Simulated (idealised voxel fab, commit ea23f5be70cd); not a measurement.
process module | voxel fin reveal
cross-section cut | 205 nm wide | cells 5 nm
A cross-section is a grid of square cells, given in bands from the top down. A band is one or more rows of cells.
Each band's line starts with the height of the band's top and of its bottom, in nm. Then come its materials from left to right, each with its width in nm. One material with "throughout" fills the band from edge to edge. "air" is empty space.
Height 0 is the level under which the wafer as received is all one material. The lowest band goes on downwards, as in "0 down".
A width such as "30 to 40" changes by the same amount from each row of cells to the next, from the band's top row to its bottom row.
"no change" after a step means that no cell of the cross-section changed.
closed voids: empty space of 8 cells or more with no open way to the top, each as width x height at its distance from the left edge, in nm
after a step's settings: what the simulator itself notes on the step
overlay nm, on a step with a mask: how far to the right of its planned place the mask lay; to the left if negative
plan
1 op RECEIVE | material Si
2 op CONFORMAL_DEP | material SiN | thk nm 5
3 op MASKED_ETCH | tone cover | mask id FINS | width nm 15 | pitch nm 35 | etch materials SiN | depth nm 5 | overlay nm 0
4 op MASKED_ETCH | tone cover | mask id FINS | width nm 15 | pitch nm 35 | etch materials Si | depth nm 30 | overlay nm 0
5 op FILL_DEP | material SiO2 | thk nm 5
6 op CMP | height nm 5
7 op SELECTIVE_ETCH | etch materials SiO2 | depth nm 25
8 op STRIP | etch materials SiN
9 op CONFORMAL_DEP | material HfO2 | thk nm 5
first wafer, as planned
as received, after step 1
  0 down: Si throughout
  closed voids: none
after step 2
  5 to 0: SiN throughout
  below 0: unchanged
after step 3
  5 to 0: air 75 | SiN 15 | air 20 | SiN 15 | air 80
  below 0: unchanged
after step 4
  5 to 0: air 75 | SiN 15 | air 20 | SiN 15 | air 80
  0 to -30: air 75 | Si 15 | air 20 | Si 15 | air 80
  below -30: unchanged
after step 5
  10 to 5: SiO2 throughout
  5 to 0: SiO2 75 | SiN 15 | SiO2 20 | SiN 15 | SiO2 80
  0 to -30: SiO2 75 | Si 15 | SiO2 20 | Si 15 | SiO2 80
  below -30: unchanged
after step 6
  5 to 0: SiO2 75 | SiN 15 | SiO2 20 | SiN 15 | SiO2 80
  below 0: unchanged
after step 7
  5 to 0: air 75 | SiN 15 | air 20 | SiN 15 | air 80
  0 to -20: air 75 | Si 15 | air 20 | Si 15 | air 80
  below -20: unchanged
after step 8
  0 to -20: air 75 | Si 15 | air 20 | Si 15 | air 80
  below -20: unchanged
after step 9
  5 to 0: air 70 | HfO2 25 | air 10 | HfO2 25 | air 75
  0 to -15: air 70 | HfO2 5 | Si 15 | HfO2 5 | air 10 | HfO2 5 | Si 15 | HfO2 5 | air 75
  -15 to -20: HfO2 75 | Si 15 | HfO2 20 | Si 15 | HfO2 80
  below -20: unchanged
second wafer: like start, like plan, one mistake. Through step 8 it matches the first wafer
when step 9 should have ended
  5 to 0: air 70 | SiO2 25 | air 10 | SiO2 25 | air 75
  0 to -15: air 70 | SiO2 5 | Si 15 | SiO2 5 | air 10 | SiO2 5 | Si 15 | SiO2 5 | air 75
  -15 to -30: SiO2 75 | Si 15 | SiO2 20 | Si 15 | SiO2 80
  below -30: unchanged
what went wrong: step 9 ran as: op CONFORMAL_DEP | material SiO2 | thk nm 5
at the end the second wafer has, in cells: 57 fewer of HfO2 | 57 more of SiO2
